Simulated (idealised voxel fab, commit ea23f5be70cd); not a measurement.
process module | voxel self aligned contacts
cross-section cut | 300 nm wide | cells 5 nm
A cross-section is a grid of square cells, given in bands from the top down. A band is one or more rows of cells.
Each band's line starts with the height of the band's top and of its bottom, in nm. Then come its materials from left to right, each with its width in nm. One material with "throughout" fills the band from edge to edge. "air" is empty space.
Height 0 is the level under which the wafer as received is all one material. The lowest band goes on downwards, as in "0 down".
A width such as "30 to 40" changes by the same amount from each row of cells to the next, from the band's top row to its bottom row.
"no change" after a step means that no cell of the cross-section changed.
closed voids: empty space of 8 cells or more with no open way to the top, each as width x height at its distance from the left edge, in nm
after a step's settings: what the simulator itself notes on the step
overlay nm, on a step with a mask: how far to the right of its planned place the mask lay; to the left if negative
plan
1 op RECEIVE | material Si
2 op OXIDIZE | depth nm 5
3 op DIRECTIONAL_DEP | material polySi | thk nm 30
4 op DIRECTIONAL_DEP | material SiN | thk nm 15
5 op MASKED_ETCH | tone cover | mask id GATE | width nm 35 | pitch nm 65 | etch materials SiN | depth nm 15 | overlay nm 0
6 op MASKED_ETCH | tone cover | mask id GATE | width nm 35 | pitch nm 65 | etch materials polySi | depth nm 30 | overlay nm 0
7 op CONFORMAL_DEP | material SiN | thk nm 5
8 op DIRECTIONAL_ETCH | etch materials SiN | depth nm 5
9 op FILL_DEP | material SiO2 | thk nm 10
10 op CMP | height nm 50
11 op DIRECTIONAL_DEP | material aC | thk nm 10
12 op PATTERN | tone open | mask id CONTACT | material resist | width nm 40 | thk nm 25 | overlay nm 0
13 op DIRECTIONAL_ETCH | etch materials aC | depth nm 10
14 op STRIP | etch materials resist
15 op DIRECTIONAL_ETCH | etch materials SiO2 | depth nm 55
16 op STRIP | etch materials aC
17 op CONFORMAL_DEP | material TiN | thk nm 5
18 op FILL_DEP | material W | thk nm 10
19 op CMP | height nm 50
20 op CONFORMAL_DEP | material SiN | thk nm 5
as received, after step 1
  0 down: Si throughout
  closed voids: none
first wafer at the end, as planned
  55 to 50: SiN throughout
  50 to 45: SiO2 130 | TiN 15 | W 10 | TiN 15 | SiO2 130
  45 to 30: SiO2 95 | SiN 45 | TiN 5 | W 10 | TiN 5 | SiN 45 | SiO2 95
  30 to 0: SiO2 95 | SiN 5 | polySi 35 | SiN 5 | TiN 5 | W 10 | TiN 5 | SiN 5 | polySi 35 | SiN 5 | SiO2 95
  0 to -5: SiO2 140 | TiN 20 | SiO2 140
  -5 down: Si throughout
  closed voids: none
second wafer at the end: like start, like plan, one mistake
  55 to 50: SiN throughout
  50 to 40: SiO2 130 | TiN 5 to 10 | W 30 to 20 | TiN 5 to 10 | SiO2 130
  40 to 30: SiO2 100 | SiN 35 | TiN 5 | W 20 | TiN 5 | SiN 35 | SiO2 100
  30 to 0: SiO2 100 | polySi 35 | TiN 5 | W 20 | TiN 5 | polySi 35 | SiO2 100
  0 to -5: SiO2 135 | TiN 30 | SiO2 135
  -5 down: Si throughout
  closed voids: none
what went wrong: step 7 was left out
at the end the second wafer has, in cells: 50 fewer of SiN | 28 more of SiO2 | 22 more of W
